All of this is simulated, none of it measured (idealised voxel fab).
voxel transistor to metal: a process module
200 nm wide, 5 nm square cells: that's cross-section cut.
If you're reading a cross-section in this doc, picture square cells in a grid; it comes to you as bands, top ones listed first down to the bottom, and a band can be one or more rows of cells.
Each band's line starts with the height of the band's top and of its bottom, in nm. Then come its materials from left to right, each with its width in nm. One material with "throughout" fills the band from edge to edge. "blank" is empty space.
The level at which height equals 0 is the one under which the wafer, as it arrives, is entirely one material. No lower edge exists for the bottom band, which continues downward and is notated as in "0 nm and below".
Width: "30->40" (first number = top row, second number = bottom row, same change from row to row of cells).
Where the words "everything unchanged" appear for a step, the cross-section shows no cell changed by that step; every cell remained as before.
"Enclosed voids": sealed empty spaces, 8 cells or more, no open way to top, listed width x height at distance, with distance from the left edge and width, height and distance in nm.
Anything after a step's settings on that line? It's the simulator's own note about the step.
"overlay nm" answers the question of how far to the right of plan the mask lay on a step that has a mask, and when it is negative the answer is to the left.
Heads up before you read on: it's before/after pairs around one process step each, after side only down to the lowest band that changed, step plus settings under the pair. Pairs can be from different runs of this module, same starting wafer, so only chain a pair onto the one above if its "Geometry before processing" entry says so.

Geometry before processing
  30 nm to 25 nm  80 of blank | 5 of SiN | 5 of blank | 20 of SiCN | 5 of blank | 5 of SiN | 80 of blank
  25 nm to 20 nm  80 of blank | 5 of SiN | 5 of SiO2 | 20 of SiCN | 5 of SiO2 | 5 of SiN | 80 of blank
  20 nm to 10 nm  80 of blank | 5 of SiN | 5 of SiO2 | 20 of polySi | 5 of SiO2 | 5 of SiN | 80 of blank
  10 nm to 5 nm  45 of blank | 5 of SiN | 30 of blank | 5 of SiN | 5 of SiO2 | 20 of polySi | 5 of SiO2 | 5 of SiN | 30 of blank | 5 of SiN | 45 of blank
  5 nm to 0 nm  45 of SiO2 | 5 of SiN | 30 of blank | 5 of SiN | 5 of SiO2 | 20 of polySi | 5 of SiO2 | 5 of SiN | 30 of blank | 5 of SiN | 45 of SiO2
  0 nm to -5 nm  50 of SiO2 | 30 of blank | 40 of SiO2 | 30 of blank | 50 of SiO2
  -5 nm to -10 nm  45 of SiO2 | 5 of Si | 30 of blank | 40 of Si | 30 of blank | 5 of Si | 45 of SiO2
  -10 nm to -50 nm  45 of SiO2 | 110 of Si | 45 of SiO2
  -50 nm and below  Si throughout
  Enclosed voids: none

Resulting Cross-Section
  30 nm to 25 nm  80 of blank | 5 of SiN | 5 of blank | 20 of SiCN | 5 of blank | 5 of SiN | 80 of blank
  25 nm to 20 nm  80 of blank | 5 of SiN | 5 of SiO2 | 20 of SiCN | 5 of SiO2 | 5 of SiN | 80 of blank
  20 nm to 10 nm  80 of blank | 5 of SiN | 5 of SiO2 | 20 of polySi | 5 of SiO2 | 5 of SiN | 80 of blank
  10 nm to 5 nm  45 of blank | 5 of SiN | 30 of blank | 5 of SiN | 5 of SiO2 | 20 of polySi | 5 of SiO2 | 5 of SiN | 30 of blank | 5 of SiN | 45 of blank
  5 nm to 0 nm  45 of SiO2 | 5 of SiN | 30 of blank | 5 of SiN | 5 of SiO2 | 20 of polySi | 5 of SiO2 | 5 of SiN | 30 of blank | 5 of SiN | 45 of SiO2
  0 nm to -5 nm  50 of SiO2 | 5 of pSi | 20 of blank | 5 of pSi | 40 of SiO2 | 5 of pSi | 20 of blank | 5 of pSi | 50 of SiO2
  -5 nm to -10 nm  45 of SiO2 | 5 of Si | 30 of pSi | 40 of Si | 30 of pSi | 5 of Si | 45 of SiO2
  Below -10, the layers are the same as they were.
  Enclosed voids: none
What sits between those two cross-sections? EPI, material pSi, thk nm 5

Geometry before processing: as shown after the step in the preceding pair, directly above.

Resulting Cross-Section
  35 nm to 30 nm  SiO2 throughout
  30 nm to 20 nm  80 of SiO2 | 5 of SiN | 5 of SiO2 | 20 of SiCN | 5 of SiO2 | 5 of SiN | 80 of SiO2
  20 nm to 10 nm  80 of SiO2 | 5 of SiN | 5 of SiO2 | 20 of polySi | 5 of SiO2 | 5 of SiN | 80 of SiO2
  10 nm to 0 nm  45 of SiO2 | 5 of SiN | 30 of SiO2 | 5 of SiN | 5 of SiO2 | 20 of polySi | 5 of SiO2 | 5 of SiN | 30 of SiO2 | 5 of SiN | 45 of SiO2
  0 nm to -5 nm  50 of SiO2 | 5 of pSi | 20 of SiO2 | 5 of pSi | 40 of SiO2 | 5 of pSi | 20 of SiO2 | 5 of pSi | 50 of SiO2
  Below -5, the layers are the same as they were.
  Enclosed voids: none
What sits between those two cross-sections? FILL_DEP, material SiO2, thk nm 5

Geometry before processing: as shown after the step in the preceding pair, directly above.

Resulting Cross-Section
  30 nm to 20 nm  80 of SiO2 | 5 of SiN | 5 of SiO2 | 20 of SiCN | 5 of SiO2 | 5 of SiN | 80 of SiO2
  Below 20, the layers are the same as they were.
  Enclosed voids: none
What sits between those two cross-sections? CMP, height nm 30

Geometry before processing: as shown after the step in the preceding pair, directly above.

Resulting Cross-Section
  45 nm to 30 nm  SiO2 throughout
  Below 30, the layers are the same as they were.
  Enclosed voids: none
What sits between those two cross-sections? DIRECTIONAL_DEP, material SiO2, thk nm 15

Geometry before processing: as shown after the step in the preceding pair, directly above.

Resulting Cross-Section
  65 nm to 45 nm  50 of resist | 20 of blank | 60 of resist | 20 of blank | 50 of resist
  Below 45, the layers are the same as they were.
  Enclosed voids: none
What sits between those two cross-sections? PATTERN, tone open, mask id CONTACT, material resist, width nm 20, pitch nm 80, thk nm 20, overlay nm 0

Geometry before processing: as shown after the step in the preceding pair, directly above.

Resulting Cross-Section
  65 nm to 45 nm  50 of resist | 20 of blank | 60 of resist | 20 of blank | 50 of resist
  45 nm to 30 nm  50 of SiO2 | 20 of blank | 60 of SiO2 | 20 of blank | 50 of SiO2
  30 nm to 20 nm  50 of SiO2 | 20 of blank | 10 of SiO2 | 5 of SiN | 5 of SiO2 | 20 of SiCN | 5 of SiO2 | 5 of SiN | 10 of SiO2 | 20 of blank | 50 of SiO2
  20 nm to 10 nm  50 of SiO2 | 20 of blank | 10 of SiO2 | 5 of SiN | 5 of SiO2 | 20 of polySi | 5 of SiO2 | 5 of SiN | 10 of SiO2 | 20 of blank | 50 of SiO2
  10 nm to 0 nm  45 of SiO2 | 5 of SiN | 20 of blank | 10 of SiO2 | 5 of SiN | 5 of SiO2 | 20 of polySi | 5 of SiO2 | 5 of SiN | 10 of SiO2 | 20 of blank | 5 of SiN | 45 of SiO2
  0 nm to -5 nm  50 of SiO2 | 5 of pSi | 15 of blank | 5 of SiO2 | 5 of pSi | 40 of SiO2 | 5 of pSi | 5 of SiO2 | 15 of blank | 5 of pSi | 50 of SiO2
  Below -5, the layers are the same as they were.
  Enclosed voids: none
What sits between those two cross-sections? DIRECTIONAL_ETCH, etch materials SiO2, depth nm 50

Geometry before processing: as shown after the step in the preceding pair, directly above.

Resulting Cross-Section
  45 nm to 30 nm  50 of SiO2 | 20 of blank | 60 of SiO2 | 20 of blank | 50 of SiO2
  Below 30, the layers are the same as they were.
  Enclosed voids: none
What sits between those two cross-sections? STRIP, etch materials resist

Geometry before processing: as shown after the step in the preceding pair, directly above.

Resulting Cross-Section
  50 nm to 45 nm  55 of TiN | 10 of blank | 70 of TiN | 10 of blank | 55 of TiN
  45 nm to 30 nm  50 of SiO2 | 5 of TiN | 10 of blank | 5 of TiN | 60 of SiO2 | 5 of TiN | 10 of blank | 5 of TiN | 50 of SiO2
  30 nm to 20 nm  50 of SiO2 | 5 of TiN | 10 of blank | 5 of TiN | 10 of SiO2 | 5 of SiN | 5 of SiO2 | 20 of SiCN | 5 of SiO2 | 5 of SiN | 10 of SiO2 | 5 of TiN | 10 of blank | 5 of TiN | 50 of SiO2
  20 nm to 10 nm  50 of SiO2 | 5 of TiN | 10 of blank | 5 of TiN | 10 of SiO2 | 5 of SiN | 5 of SiO2 | 20 of polySi | 5 of SiO2 | 5 of SiN | 10 of SiO2 | 5 of TiN | 10 of blank | 5 of TiN | 50 of SiO2
  10 nm to 0 nm  45 of SiO2 | 5 of SiN | 5->10 of TiN | 10->5 of blank | 5 of TiN | 10 of SiO2 | 5 of SiN | 5 of SiO2 | 20 of polySi | 5 of SiO2 | 5 of SiN | 10 of SiO2 | 5 of TiN | 10->5 of blank | 5->10 of TiN | 5 of SiN | 45 of SiO2
  0 nm to -5 nm  50 of SiO2 | 5 of pSi | 15 of TiN | 5 of SiO2 | 5 of pSi | 40 of SiO2 | 5 of pSi | 5 of SiO2 | 15 of TiN | 5 of pSi | 50 of SiO2
  Below -5, the layers are the same as they were.
  Enclosed voids: none
What sits between those two cross-sections? CONFORMAL_DEP, material TiN, thk nm 5

Geometry before processing: as shown after the step in the preceding pair, directly above.

Resulting Cross-Section
  60 nm to 50 nm  W throughout
  50 nm to 45 nm  55 of TiN | 10 of W | 70 of TiN | 10 of W | 55 of TiN
  45 nm to 30 nm  50 of SiO2 | 5 of TiN | 10 of W | 5 of TiN | 60 of SiO2 | 5 of TiN | 10 of W | 5 of TiN | 50 of SiO2
  30 nm to 20 nm  50 of SiO2 | 5 of TiN | 10 of W | 5 of TiN | 10 of SiO2 | 5 of SiN | 5 of SiO2 | 20 of SiCN | 5 of SiO2 | 5 of SiN | 10 of SiO2 | 5 of TiN | 10 of W | 5 of TiN | 50 of SiO2
  20 nm to 10 nm  50 of SiO2 | 5 of TiN | 10 of W | 5 of TiN | 10 of SiO2 | 5 of SiN | 5 of SiO2 | 20 of polySi | 5 of SiO2 | 5 of SiN | 10 of SiO2 | 5 of TiN | 10 of W | 5 of TiN | 50 of SiO2
  10 nm to 0 nm  45 of SiO2 | 5 of SiN | 5->10 of TiN | 10->5 of W | 5 of TiN | 10 of SiO2 | 5 of SiN | 5 of SiO2 | 20 of polySi | 5 of SiO2 | 5 of SiN | 10 of SiO2 | 5 of TiN | 10->5 of W | 5->10 of TiN | 5 of SiN | 45 of SiO2
  Below 0, the layers are the same as they were.
  Enclosed voids: none
What sits between those two cross-sections? FILL_DEP, material W, thk nm 10

Geometry before processing: as shown after the step in the preceding pair, directly above.

Resulting Cross-Section
  45 nm to 30 nm  50 of SiO2 | 5 of TiN | 10 of W | 5 of TiN | 60 of SiO2 | 5 of TiN | 10 of W | 5 of TiN | 50 of SiO2
  Below 30, the layers are the same as they were.
  Enclosed voids: none
What sits between those two cross-sections? CMP, height nm 45

Geometry before processing: as shown after the step in the preceding pair, directly above.

Resulting Cross-Section
  50 nm to 45 nm  TiN throughout
  Below 45, the layers are the same as they were.
  Enclosed voids: none
What sits between those two cross-sections? DIRECTIONAL_DEP, material TiN, thk nm 5

Geometry before processing: as shown after the step in the preceding pair, directly above.

Resulting Cross-Section
  65 nm to 50 nm  Ru throughout
  Below 50, the layers are the same as they were.
  Enclosed voids: none
What sits between those two cross-sections? DIRECTIONAL_DEP, material Ru, thk nm 15

Geometry before processing: as shown after the step in the preceding pair, directly above.

Resulting Cross-Section
  65 nm to 50 nm  50 of blank | 20 of Ru | 60 of blank | 20 of Ru | 50 of blank
  Below 50, the layers are the same as they were.
  Enclosed voids: none
What sits between those two cross-sections? MASKED_ETCH, tone cover, mask id METAL_1, width nm 20, pitch nm 80, etch materials Ru, depth nm 15, overlay nm 0

Geometry before processing: as shown after the step in the preceding pair, directly above.

Resulting Cross-Section
  65 nm to 50 nm  50 of blank | 20 of Ru | 60 of blank | 20 of Ru | 50 of blank
  50 nm to 45 nm  50 of blank | 20 of TiN | 60 of blank | 20 of TiN | 50 of blank
  Below 45, the layers are the same as they were.
  Enclosed voids: none
What sits between those two cross-sections? MASKED_ETCH, tone cover, mask id METAL_1, width nm 20, pitch nm 80, etch materials TiN, depth nm 5, overlay nm 0

Geometry before processing: as shown after the step in the preceding pair, directly above.

Resulting Cross-Section
  75 nm to 65 nm  lowk throughout
  65 nm to 50 nm  50 of lowk | 20 of Ru | 60 of lowk | 20 of Ru | 50 of lowk
  50 nm to 45 nm  50 of lowk | 20 of TiN | 60 of lowk | 20 of TiN | 50 of lowk
  Below 45, the layers are the same as they were.
  Enclosed voids: none
What sits between those two cross-sections? FILL_DEP, material lowk, thk nm 10

Geometry before processing: as shown after the step in the preceding pair, directly above.

Resulting Cross-Section
  65 nm to 50 nm  50 of lowk | 20 of Ru | 60 of lowk | 20 of Ru | 50 of lowk
  Below 50, the layers are the same as they were.
  Enclosed voids: none
What sits between those two cross-sections? CMP, height nm 65

Geometry before processing: as shown after the step in the preceding pair, directly above.

Resulting Cross-Section
  70 nm to 65 nm  SiCN throughout
  Below 65, the layers are the same as they were.
  Enclosed voids: none
What sits between those two cross-sections? CONFORMAL_DEP, material SiCN, thk nm 5

Geometry before processing: as shown after the step in the preceding pair, directly above.

Resulting Cross-Section
  105 nm to 70 nm  lowk throughout
  Below 70, the layers are the same as they were.
  Enclosed voids: none
What sits between those two cross-sections? DIRECTIONAL_DEP, material lowk, thk nm 35

Geometry before processing: as shown after the step in the preceding pair, directly above.

Resulting Cross-Section
  125 nm to 105 nm  50 of resist | 15 of blank | 65 of resist | 15 of blank | 55 of resist
  Below 105, the layers are the same as they were.
  Enclosed voids: none
What sits between those two cross-sections? PATTERN, tone open, mask id METAL_2_HOLES, material resist, width nm 15, pitch nm 80, thk nm 20, overlay nm 0

Geometry before processing: as shown after the step in the preceding pair, directly above.

Resulting Cross-Section
  125 nm to 105 nm  50 of resist | 15 of blank | 65 of resist | 15 of blank | 55 of resist
  105 nm to 70 nm  50 of lowk | 15 of blank | 65 of lowk | 15 of blank | 55 of lowk
  Below 70, the layers are the same as they were.
  Enclosed voids: none
What sits between those two cross-sections? DIRECTIONAL_ETCH, etch materials lowk, depth nm 35

Geometry before processing: as shown after the step in the preceding pair, directly above.

Resulting Cross-Section
  105 nm to 70 nm  50 of lowk | 15 of blank | 65 of lowk | 15 of blank | 55 of lowk
  Below 70, the layers are the same as they were.
  Enclosed voids: none
What sits between those two cross-sections? STRIP, etch materials resist

Geometry before processing: as shown after the step in the preceding pair, directly above.

Resulting Cross-Section
  125 nm to 105 nm  50 of resist | 20 of blank | 60 of resist | 20 of blank | 50 of resist
  Below 105, the layers are the same as they were.
  Enclosed voids: none
What sits between those two cross-sections? PATTERN, tone open, mask id METAL_2, material resist, width nm 20, pitch nm 80, thk nm 20, overlay nm 0

Geometry before processing: as shown after the step in the preceding pair, directly above.

Resulting Cross-Section
  125 nm to 105 nm  50 of resist | 20 of blank | 60 of resist | 20 of blank | 50 of resist
  105 nm to 85 nm  50 of lowk | 20 of blank | 60 of lowk | 20 of blank | 50 of lowk
  Below 85, the layers are the same as they were.
  Enclosed voids: none
What sits between those two cross-sections? DIRECTIONAL_ETCH, etch materials lowk, depth nm 20

Geometry before processing: as shown after the step in the preceding pair, directly above.

Resulting Cross-Section
  125 nm to 105 nm  50 of resist | 20 of blank | 60 of resist | 20 of blank | 50 of resist
  105 nm to 85 nm  50 of lowk | 20 of blank | 60 of lowk | 20 of blank | 50 of lowk
  85 nm to 70 nm  50 of lowk | 15 of blank | 65 of lowk | 15 of blank | 55 of lowk
  70 nm to 65 nm  50 of SiCN | 15 of blank | 65 of SiCN | 15 of blank | 55 of SiCN
  Below 65, the layers are the same as they were.
  Enclosed voids: none
What sits between those two cross-sections? DIRECTIONAL_ETCH, etch materials SiCN, depth nm 5

Geometry before processing: as shown after the step in the preceding pair, directly above.

Resulting Cross-Section
  105 nm to 85 nm  50 of lowk | 20 of blank | 60 of lowk | 20 of blank | 50 of lowk
  Below 85, the layers are the same as they were.
  Enclosed voids: none
What sits between those two cross-sections? STRIP, etch materials resist

Geometry before processing: as shown after the step in the preceding pair, directly above.

Resulting Cross-Section
  110 nm to 105 nm  55 of TiN | 10 of blank | 70 of TiN | 10 of blank | 55 of TiN
  105 nm to 90 nm  50 of lowk | 5 of TiN | 10 of blank | 5 of TiN | 60 of lowk | 5 of TiN | 10 of blank | 5 of TiN | 50 of lowk
  90 nm to 85 nm  50 of lowk | 5 of TiN | 5 of blank | 10 of TiN | 60 of lowk | 5 of TiN | 5 of blank | 10 of TiN | 50 of lowk
  85 nm to 70 nm  50 of lowk | 5 of TiN | 5 of blank | 5 of TiN | 65 of lowk | 5 of TiN | 5 of blank | 5 of TiN | 55 of lowk
  70 nm to 65 nm  50 of SiCN | 15 of TiN | 65 of SiCN | 15 of TiN | 55 of SiCN
  Below 65, the layers are the same as they were.
  Enclosed voids: none
What sits between those two cross-sections? CONFORMAL_DEP, material TiN, thk nm 5

Geometry before processing: as shown after the step in the preceding pair, directly above.

Resulting Cross-Section
  120 nm to 110 nm  Ru throughout
  110 nm to 105 nm  55 of TiN | 10 of Ru | 70 of TiN | 10 of Ru | 55 of TiN
  105 nm to 90 nm  50 of lowk | 5 of TiN | 10 of Ru | 5 of TiN | 60 of lowk | 5 of TiN | 10 of Ru | 5 of TiN | 50 of lowk
  90 nm to 85 nm  50 of lowk | 5 of TiN | 5 of Ru | 10 of TiN | 60 of lowk | 5 of TiN | 5 of Ru | 10 of TiN | 50 of lowk
  85 nm to 70 nm  50 of lowk | 5 of TiN | 5 of Ru | 5 of TiN | 65 of lowk | 5 of TiN | 5 of Ru | 5 of TiN | 55 of lowk
  Below 70, the layers are the same as they were.
  Enclosed voids: none
What sits between those two cross-sections? FILL_DEP, material Ru, thk nm 10

Geometry before processing: as shown after the step in the preceding pair, directly above.

Resulting Cross-Section
  105 nm to 90 nm  50 of lowk | 5 of TiN | 10 of Ru | 5 of TiN | 60 of lowk | 5 of TiN | 10 of Ru | 5 of TiN | 50 of lowk
  Below 90, the layers are the same as they were.
  Enclosed voids: none
What sits between those two cross-sections? CMP, height nm 105

Geometry before processing: as shown after the step in the preceding pair, directly above.

Resulting Cross-Section
  110 nm to 105 nm  SiCN throughout
  Below 105, the layers are the same as they were.
  Enclosed voids: none
What sits between those two cross-sections? CONFORMAL_DEP, material SiCN, thk nm 5

Geometry before processing
  45 nm to 30 nm  50 of SiO2 | 5 of TiN | 10 of W | 5 of TiN | 60 of SiO2 | 5 of TiN | 10 of W | 5 of TiN | 50 of SiO2
  30 nm to 20 nm  50 of SiO2 | 5 of TiN | 10 of W | 5 of TiN | 10 of SiO2 | 5 of SiN | 5 of SiO2 | 20 of SiCN | 5 of SiO2 | 5 of SiN | 10 of SiO2 | 5 of TiN | 10 of W | 5 of TiN | 50 of SiO2
  20 nm to 10 nm  50 of SiO2 | 5 of TiN | 10 of W | 5 of TiN | 10 of SiO2 | 5 of SiN | 5 of SiO2 | 20 of polySi | 5 of SiO2 | 5 of SiN | 10 of SiO2 | 5 of TiN | 10 of W | 5 of TiN | 50 of SiO2
  10 nm to 0 nm  45 of SiO2 | 5 of SiN | 5->10 of TiN | 10->5 of W | 5 of TiN | 10 of SiO2 | 5 of SiN | 5 of SiO2 | 20 of polySi | 5 of SiO2 | 5 of SiN | 10 of SiO2 | 5 of TiN | 10->5 of W | 5->10 of TiN | 5 of SiN | 45 of SiO2
  0 nm to -5 nm  50 of SiO2 | 5 of pSi | 15 of TiN | 5 of SiO2 | 5 of pSi | 40 of SiO2 | 5 of pSi | 5 of SiO2 | 15 of TiN | 5 of pSi | 50 of SiO2
  -5 nm to -10 nm  45 of SiO2 | 5 of Si | 30 of pSi | 40 of Si | 30 of pSi | 5 of Si | 45 of SiO2
  -10 nm to -25 nm  45 of SiO2 | 110 of Si | 45 of SiO2
  -25 nm and below  Si throughout
  Enclosed voids: none

Resulting Cross-Section
  60 nm to 45 nm  Ru throughout
  Below 45, the layers are the same as they were.
  Enclosed voids: none
What sits between those two cross-sections? DIRECTIONAL_DEP, material Ru, thk nm 15

Geometry before processing: as shown after the step in the preceding pair, directly above.

Resulting Cross-Section
  65 nm to 60 nm  TiN throughout
  Below 60, the layers are the same as they were.
  Enclosed voids: none
What sits between those two cross-sections? DIRECTIONAL_DEP, material TiN, thk nm 5

Geometry before processing: as shown after the step in the preceding pair, directly above.

Resulting Cross-Section
  65 nm to 60 nm  50 of blank | 20 of TiN | 60 of blank | 20 of TiN | 50 of blank
  Below 60, the layers are the same as they were.
  Enclosed voids: none
What sits between those two cross-sections? MASKED_ETCH, tone cover, mask id METAL_1, width nm 20, pitch nm 80, etch materials TiN, depth nm 5, overlay nm 0

Geometry before processing: as shown after the step in the preceding pair, directly above.

Resulting Cross-Section
  75 nm to 65 nm  lowk throughout
  65 nm to 60 nm  50 of lowk | 20 of TiN | 60 of lowk | 20 of TiN | 50 of lowk
  Below 60, the layers are the same as they were.
  Enclosed voids: none
What sits between those two cross-sections? FILL_DEP, material lowk, thk nm 10

Geometry before processing: as shown after the step in the preceding pair, directly above.

Resulting Cross-Section
  65 nm to 60 nm  50 of lowk | 20 of TiN | 60 of lowk | 20 of TiN | 50 of lowk
  Below 60, the layers are the same as they were.
  Enclosed voids: none
What sits between those two cross-sections? CMP, height nm 65

Geometry before processing: as shown after the step in the preceding pair, directly above.

Resulting Cross-Section
  70 nm to 65 nm  SiCN throughout
  Below 65, the layers are the same as they were.
  Enclosed voids: none
What sits between those two cross-sections? CONFORMAL_DEP, material SiCN, thk nm 5

Geometry before processing: as shown after the step in the preceding pair, directly above.

Resulting Cross-Section
  105 nm to 70 nm  lowk throughout
  Below 70, the layers are the same as they were.
  Enclosed voids: none
What sits between those two cross-sections? DIRECTIONAL_DEP, material lowk, thk nm 35

Geometry before processing: as shown after the step in the preceding pair, directly above.

Resulting Cross-Section
  125 nm to 105 nm  50 of resist | 15 of blank | 65 of resist | 15 of blank | 55 of resist
  Below 105, the layers are the same as they were.
  Enclosed voids: none
What sits between those two cross-sections? PATTERN, tone open, mask id METAL_2_HOLES, material resist, width nm 15, pitch nm 80, thk nm 20, overlay nm 0

Geometry before processing: as shown after the step in the preceding pair, directly above.

Resulting Cross-Section
  125 nm to 105 nm  50 of resist | 15 of blank | 65 of resist | 15 of blank | 55 of resist
  105 nm to 70 nm  50 of lowk | 15 of blank | 65 of lowk | 15 of blank | 55 of lowk
  Below 70, the layers are the same as they were.
  Enclosed voids: none
What sits between those two cross-sections? DIRECTIONAL_ETCH, etch materials lowk, depth nm 35

Geometry before processing: as shown after the step in the preceding pair, directly above.

Resulting Cross-Section
  105 nm to 70 nm  50 of lowk | 15 of blank | 65 of lowk | 15 of blank | 55 of lowk
  Below 70, the layers are the same as they were.
  Enclosed voids: none
What sits between those two cross-sections? STRIP, etch materials resist

Geometry before processing: as shown after the step in the preceding pair, directly above.

Resulting Cross-Section
  125 nm to 105 nm  50 of resist | 20 of blank | 60 of resist | 20 of blank | 50 of resist
  Below 105, the layers are the same as they were.
  Enclosed voids: none
What sits between those two cross-sections? PATTERN, tone open, mask id METAL_2, material resist, width nm 20, pitch nm 80, thk nm 20, overlay nm 0

Geometry before processing: as shown after the step in the preceding pair, directly above.

Resulting Cross-Section
  125 nm to 105 nm  50 of resist | 20 of blank | 60 of resist | 20 of blank | 50 of resist
  105 nm to 85 nm  50 of lowk | 20 of blank | 60 of lowk | 20 of blank | 50 of lowk
  Below 85, the layers are the same as they were.
  Enclosed voids: none
What sits between those two cross-sections? DIRECTIONAL_ETCH, etch materials lowk, depth nm 20

Geometry before processing: as shown after the step in the preceding pair, directly above.

Resulting Cross-Section
  125 nm to 105 nm  50 of resist | 20 of blank | 60 of resist | 20 of blank | 50 of resist
  105 nm to 85 nm  50 of lowk | 20 of blank | 60 of lowk | 20 of blank | 50 of lowk
  85 nm to 70 nm  50 of lowk | 15 of blank | 65 of lowk | 15 of blank | 55 of lowk
  70 nm to 65 nm  50 of SiCN | 15 of blank | 65 of SiCN | 15 of blank | 55 of SiCN
  Below 65, the layers are the same as they were.
  Enclosed voids: none
What sits between those two cross-sections? DIRECTIONAL_ETCH, etch materials SiCN, depth nm 5

Geometry before processing: as shown after the step in the preceding pair, directly above.

Resulting Cross-Section
  105 nm to 85 nm  50 of lowk | 20 of blank | 60 of lowk | 20 of blank | 50 of lowk
  Below 85, the layers are the same as they were.
  Enclosed voids: none
What sits between those two cross-sections? STRIP, etch materials resist

Geometry before processing: as shown after the step in the preceding pair, directly above.

Resulting Cross-Section
  110 nm to 105 nm  55 of TiN | 10 of blank | 70 of TiN | 10 of blank | 55 of TiN
  105 nm to 90 nm  50 of lowk | 5 of TiN | 10 of blank | 5 of TiN | 60 of lowk | 5 of TiN | 10 of blank | 5 of TiN | 50 of lowk
  90 nm to 85 nm  50 of lowk | 5 of TiN | 5 of blank | 10 of TiN | 60 of lowk | 5 of TiN | 5 of blank | 10 of TiN | 50 of lowk
  85 nm to 70 nm  50 of lowk | 5 of TiN | 5 of blank | 5 of TiN | 65 of lowk | 5 of TiN | 5 of blank | 5 of TiN | 55 of lowk
  70 nm to 65 nm  50 of SiCN | 15 of TiN | 65 of SiCN | 15 of TiN | 55 of SiCN
  Below 65, the layers are the same as they were.
  Enclosed voids: none
What sits between those two cross-sections? CONFORMAL_DEP, material TiN, thk nm 5

Geometry before processing: as shown after the step in the preceding pair, directly above.

Resulting Cross-Section
  120 nm to 110 nm  Ru throughout
  110 nm to 105 nm  55 of TiN | 10 of Ru | 70 of TiN | 10 of Ru | 55 of TiN
  105 nm to 90 nm  50 of lowk | 5 of TiN | 10 of Ru | 5 of TiN | 60 of lowk | 5 of TiN | 10 of Ru | 5 of TiN | 50 of lowk
  90 nm to 85 nm  50 of lowk | 5 of TiN | 5 of Ru | 10 of TiN | 60 of lowk | 5 of TiN | 5 of Ru | 10 of TiN | 50 of lowk
  85 nm to 70 nm  50 of lowk | 5 of TiN | 5 of Ru | 5 of TiN | 65 of lowk | 5 of TiN | 5 of Ru | 5 of TiN | 55 of lowk
  Below 70, the layers are the same as they were.
  Enclosed voids: none
What sits between those two cross-sections? FILL_DEP, material Ru, thk nm 10

Geometry before processing: as shown after the step in the preceding pair, directly above.

Resulting Cross-Section
  105 nm to 90 nm  50 of lowk | 5 of TiN | 10 of Ru | 5 of TiN | 60 of lowk | 5 of TiN | 10 of Ru | 5 of TiN | 50 of lowk
  Below 90, the layers are the same as they were.
  Enclosed voids: none
What sits between those two cross-sections? CMP, height nm 105

Geometry before processing: as shown after the step in the preceding pair, directly above.

Resulting Cross-Section
  110 nm to 105 nm  SiCN throughout
  Below 105, the layers are the same as they were.
  Enclosed voids: none
What sits between those two cross-sections? CONFORMAL_DEP, material SiCN, thk nm 5

Geometry before processing
  10 nm to 0 nm  40 of SiO2 | 120 of blank | 40 of SiO2
  0 nm to -25 nm  45 of SiO2 | 110 of Si | 45 of SiO2
  -25 nm and below  Si throughout
  Enclosed voids: none

Resulting Cross-Section
  10 nm to 0 nm  40 of SiO2 | 120 of blank | 40 of SiO2
  0 nm to -10 nm  SiO2 throughout
  Below -10, the layers are the same as they were.
  Enclosed voids: none
What sits between those two cross-sections? OXIDIZE, depth nm 10

Geometry before processing: as shown after the step in the preceding pair, directly above.

Resulting Cross-Section
  30 nm to 20 nm  40 of polySi | 120 of blank | 40 of polySi
  20 nm to 10 nm  polySi throughout
  10 nm to 0 nm  40 of SiO2 | 120 of polySi | 40 of SiO2
  Below 0, the layers are the same as they were.
  Enclosed voids: none
What sits between those two cross-sections? DIRECTIONAL_DEP, material polySi, thk nm 20

Geometry before processing: as shown after the step in the preceding pair, directly above.

Resulting Cross-Section
  40 nm to 30 nm  40 of SiCN | 120 of blank | 40 of SiCN
  30 nm to 20 nm  40 of polySi | 120 of SiCN | 40 of polySi
  Below 20, the layers are the same as they were.
  Enclosed voids: none
What sits between those two cross-sections? DIRECTIONAL_DEP, material SiCN, thk nm 10

Geometry before processing: as shown after the step in the preceding pair, directly above.

Resulting Cross-Section
  30 nm to 20 nm  40 of polySi | 50 of blank | 20 of SiCN | 50 of blank | 40 of polySi
  Below 20, the layers are the same as they were.
  Enclosed voids: none
What sits between those two cross-sections? MASKED_ETCH, tone cover, mask id GATE, width nm 20, etch materials SiCN, depth nm 20, overlay nm 0

Geometry before processing: as shown after the step in the preceding pair, directly above.

Resulting Cross-Section
  30 nm to 20 nm  90 of blank | 20 of SiCN | 90 of blank
  20 nm to 10 nm  90 of blank | 20 of polySi | 90 of blank
  10 nm to 0 nm  40 of SiO2 | 50 of blank | 20 of polySi | 50 of blank | 40 of SiO2
  Below 0, the layers are the same as they were.
  Enclosed voids: none
What sits between those two cross-sections? MASKED_ETCH, tone cover, mask id GATE, width nm 20, etch materials polySi, depth nm 30, overlay nm 0

Geometry before processing: as shown after the step in the preceding pair, directly above.

Resulting Cross-Section
  35 nm to 30 nm  85 of blank | 30 of SiO2 | 85 of blank
  30 nm to 20 nm  85 of blank | 5 of SiO2 | 20 of SiCN | 5 of SiO2 | 85 of blank
  20 nm to 15 nm  85 of blank | 5 of SiO2 | 20 of polySi | 5 of SiO2 | 85 of blank
  15 nm to 5 nm  45 of SiO2 | 40 of blank | 5 of SiO2 | 20 of polySi | 5 of SiO2 | 40 of blank | 45 of SiO2
  5 nm to 0 nm  90 of SiO2 | 20 of polySi | 90 of SiO2
  Below 0, the layers are the same as they were.
  Enclosed voids: none
What sits between those two cross-sections? CONFORMAL_DEP, material SiO2, thk nm 5

Geometry before processing: as shown after the step in the preceding pair, directly above.

Resulting Cross-Section
  30 nm to 20 nm  85 of blank | 5 of SiO2 | 20 of SiCN | 5 of SiO2 | 85 of blank
  20 nm to 10 nm  85 of blank | 5 of SiO2 | 20 of polySi | 5 of SiO2 | 85 of blank
  10 nm to 0 nm  45 of SiO2 | 40 of blank | 5 of SiO2 | 20 of polySi | 5 of SiO2 | 40 of blank | 45 of SiO2
  Below 0, the layers are the same as they were.
  Enclosed voids: none
What sits between those two cross-sections? DIRECTIONAL_ETCH, etch materials SiO2, depth nm 5
